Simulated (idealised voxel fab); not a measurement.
The document below concerns the process module designated voxel fin reveal.
Xsec cut, 170 nm wide, square cell size 5 nm.
Format of a cross-section: grid, square cells. Given as bands. Order: top down. Band: one or more rows of cells.
Look at the band entry: it leads with the top's height and the bottom's height in nm. Then it lists the materials left to right, with a width in nm for each. The word "edge to edge" on a single material says that material fills the band edge to edge. The word "empty" is empty space.
A quick word on heights: they are counted from 0, and under that level the wafer as it came to us is one material throughout. The lowest band is different from the rest in having no bottom; it simply continues downward, written as in "top 0, no bottom".
Top row gets the first number, bottom row gets the second, and each row in between changes by the same step: that is how a band width like "30..40" works.
It should be understood that the words "changes: none", when stated for a given step, signify that the cross-section underwent no change in any of its cells during that step.
The label "Voids, fully enclosed" introduces a list of the empty spaces, 8 cells or larger, that have no open way up to the top; each entry in it reads width x height at distance, where the distance is taken from the left edge and all three are stated in nm.
Post-settings text on a step line: simulator's own remark regarding the step.
Steps that use a mask can have "overlay nm" on their line. It says how far the mask sat to the right of where it was meant to be. Negative means to the left.

Here's what the planned process steps look like:
1,RECEIVE, material Si
2,CONFORMAL_DEP, material SiN, thk nm 5
3,MASKED_ETCH, tone cover, mask id FINS, width nm 15, pitch nm 35, etch materials SiN, depth nm 5, overlay nm 0
4,MASKED_ETCH, tone cover, mask id FINS, width nm 15, pitch nm 35, etch materials Si, depth nm 30, overlay nm 0
5,OXIDIZE, depth nm 5
6,FILL_DEP, material SiO2, thk nm 5
7,CMP, height nm 5
8,SELECTIVE_ETCH, etch materials SiO2, depth nm 20
9,STRIP, etch materials SiN
10,CONFORMAL_DEP, material SiO2, thk nm 5

The first wafer of two, processed as planned:

Shown in cross-section is the wafer as received, that is, as it stands after step 1:
    top 0, no bottom = Si edge to edge
    Voids, fully enclosed: none

Upon completion of step 2, the wafer appears in cross-section as shown:
    top 5, bottom 0 = SiN edge to edge
    Beneath the level 0, the cross-section is identical to its previous state.

Upon completion of step 3, the wafer appears in cross-section as shown:
    top 5, bottom 0 = 25 nm empty; 15 nm SiN; 20 nm empty; 15 nm SiN; 20 nm empty; 15 nm SiN; 20 nm empty; 15 nm SiN; 25 nm empty
    Beneath the level 0, the cross-section is identical to its previous state.

Upon completion of step 4, the wafer appears in cross-section as shown:
    top 5, bottom 0 = 25 nm empty; 15 nm SiN; 20 nm empty; 15 nm SiN; 20 nm empty; 15 nm SiN; 20 nm empty; 15 nm SiN; 25 nm empty
    top 0, bottom -30 = 25 nm empty; 15 nm Si; 20 nm empty; 15 nm Si; 20 nm empty; 15 nm Si; 20 nm empty; 15 nm Si; 25 nm empty
    Beneath the level -30, the cross-section is identical to its previous state.

Upon completion of step 5, the wafer appears in cross-section as shown:
    top 5, bottom 0 = 25 nm empty; 15 nm SiN; 20 nm empty; 15 nm SiN; 20 nm empty; 15 nm SiN; 20 nm empty; 15 nm SiN; 25 nm empty
    top 0, bottom -30 = 25 nm empty; 5 nm SiO2; 5 nm Si; 5 nm SiO2; 20 nm empty; 5 nm SiO2; 5 nm Si; 5 nm SiO2; 20 nm empty; 5 nm SiO2; 5 nm Si; 5 nm SiO2; 20 nm empty; 5 nm SiO2; 5 nm Si; 5 nm SiO2; 25 nm empty
    top -30, bottom -35 = 30 nm SiO2; 5 nm Si; 30 nm SiO2; 5 nm Si; 30 nm SiO2; 5 nm Si; 30 nm SiO2; 5 nm Si; 30 nm SiO2
    Beneath the level -35, the cross-section is identical to its previous state.

Upon completion of step 6, the wafer appears in cross-section as shown:
    top 10, bottom 5 = SiO2 edge to edge
    top 5, bottom 0 = 25 nm SiO2; 15 nm SiN; 20 nm SiO2; 15 nm SiN; 20 nm SiO2; 15 nm SiN; 20 nm SiO2; 15 nm SiN; 25 nm SiO2
    top 0, bottom -35 = 30 nm SiO2; 5 nm Si; 30 nm SiO2; 5 nm Si; 30 nm SiO2; 5 nm Si; 30 nm SiO2; 5 nm Si; 30 nm SiO2
    Beneath the level -35, the cross-section is identical to its previous state.

Upon completion of step 7, the wafer appears in cross-section as shown:
    top 5, bottom 0 = 25 nm SiO2; 15 nm SiN; 20 nm SiO2; 15 nm SiN; 20 nm SiO2; 15 nm SiN; 20 nm SiO2; 15 nm SiN; 25 nm SiO2
    Beneath the level 0, the cross-section is identical to its previous state.

Upon completion of step 8, the wafer appears in cross-section as shown:
    top 5, bottom 0 = 25 nm empty; 15 nm SiN; 20 nm empty; 15 nm SiN; 20 nm empty; 15 nm SiN; 20 nm empty; 15 nm SiN; 25 nm empty
    top 0, bottom -15 = 30 nm empty; 5 nm Si; 30 nm empty; 5 nm Si; 30 nm empty; 5 nm Si; 30 nm empty; 5 nm Si; 30 nm empty
    Beneath the level -15, the cross-section is identical to its previous state.

Upon completion of step 9, the wafer appears in cross-section as shown:
    top 0, bottom -15 = 30 nm empty; 5 nm Si; 30 nm empty; 5 nm Si; 30 nm empty; 5 nm Si; 30 nm empty; 5 nm Si; 30 nm empty
    Beneath the level -15, the cross-section is identical to its previous state.

Upon completion of step 10, the wafer appears in cross-section as shown:
    top 5, bottom 0 = 25 nm empty; 15 nm SiO2; 20 nm empty; 15 nm SiO2; 20 nm empty; 15 nm SiO2; 20 nm empty; 15 nm SiO2; 25 nm empty
    top 0, bottom -10 = 25 nm empty; 5 nm SiO2; 5 nm Si; 5 nm SiO2; 20 nm empty; 5 nm SiO2; 5 nm Si; 5 nm SiO2; 20 nm empty; 5 nm SiO2; 5 nm Si; 5 nm SiO2; 20 nm empty; 5 nm SiO2; 5 nm Si; 5 nm SiO2; 25 nm empty
    top -10, bottom -35 = 30 nm SiO2; 5 nm Si; 30 nm SiO2; 5 nm Si; 30 nm SiO2; 5 nm Si; 30 nm SiO2; 5 nm Si; 30 nm SiO2
    Beneath the level -35, the cross-section is identical to its previous state.

Second wafer, same starting conditions and recipe as the first, one mistake in executing it, nothing differs from the first up to and including step 1:

Cross-section of the second wafer at the time by which step 2 should have been completed according to the plan: changes: none

Cross-section of the second wafer at the time by which step 3 should have been completed according to the plan: changes: none

Cross-section of the second wafer at the time by which step 4 should have been completed according to the plan:
    top 0, bottom -30 = 25 nm empty; 15 nm Si; 20 nm empty; 15 nm Si; 20 nm empty; 15 nm Si; 20 nm empty; 15 nm Si; 25 nm empty
    Beneath the level -30, the cross-section is identical to its previous state.

Cross-section of the second wafer at the time by which step 5 should have been completed according to the plan:
    top 0, bottom -5 = 25 nm empty; 15 nm SiO2; 20 nm empty; 15 nm SiO2; 20 nm empty; 15 nm SiO2; 20 nm empty; 15 nm SiO2; 25 nm empty
    top -5, bottom -30 = 25 nm empty; 5 nm SiO2; 5 nm Si; 5 nm SiO2; 20 nm empty; 5 nm SiO2; 5 nm Si; 5 nm SiO2; 20 nm empty; 5 nm SiO2; 5 nm Si; 5 nm SiO2; 20 nm empty; 5 nm SiO2; 5 nm Si; 5 nm SiO2; 25 nm empty
    top -30, bottom -35 = 30 nm SiO2; 5 nm Si; 30 nm SiO2; 5 nm Si; 30 nm SiO2; 5 nm Si; 30 nm SiO2; 5 nm Si; 30 nm SiO2
    Beneath the level -35, the cross-section is identical to its previous state.

Cross-section of the second wafer at the time by which step 6 should have been completed according to the plan:
    top 5, bottom -5 = SiO2 edge to edge
    top -5, bottom -35 = 30 nm SiO2; 5 nm Si; 30 nm SiO2; 5 nm Si; 30 nm SiO2; 5 nm Si; 30 nm SiO2; 5 nm Si; 30 nm SiO2
    Beneath the level -35, the cross-section is identical to its previous state.

Cross-section of the second wafer at the time by which step 7 should have been completed according to the plan: changes: none

Cross-section of the second wafer at the time by which step 8 should have been completed according to the plan:
    top -5, bottom -15 = 30 nm empty; 5 nm Si; 30 nm empty; 5 nm Si; 30 nm empty; 5 nm Si; 30 nm empty; 5 nm Si; 30 nm empty
    Beneath the level -15, the cross-section is identical to its previous state.

Cross-section of the second wafer at the time by which step 9 should have been completed according to the plan: changes: none

Cross-section of the second wafer at the time by which step 10 should have been completed according to the plan:
    top 0, bottom -5 = 25 nm empty; 15 nm SiO2; 20 nm empty; 15 nm SiO2; 20 nm empty; 15 nm SiO2; 20 nm empty; 15 nm SiO2; 25 nm empty
    top -5, bottom -10 = 25 nm empty; 5 nm SiO2; 5 nm Si; 5 nm SiO2; 20 nm empty; 5 nm SiO2; 5 nm Si; 5 nm SiO2; 20 nm empty; 5 nm SiO2; 5 nm Si; 5 nm SiO2; 20 nm empty; 5 nm SiO2; 5 nm Si; 5 nm SiO2; 25 nm empty
    top -10, bottom -35 = 30 nm SiO2; 5 nm Si; 30 nm SiO2; 5 nm Si; 30 nm SiO2; 5 nm Si; 30 nm SiO2; 5 nm Si; 30 nm SiO2
    Beneath the level -35, the cross-section is identical to its previous state.
Finding, execution versus plan: heads up, step 2 of the plan was skipped and never actually ran
Once processing is complete, comparing cell counts shows that the second wafer has more or fewer of certain materials than the first: Si: 4 fewer | SiO2: 8 fewer
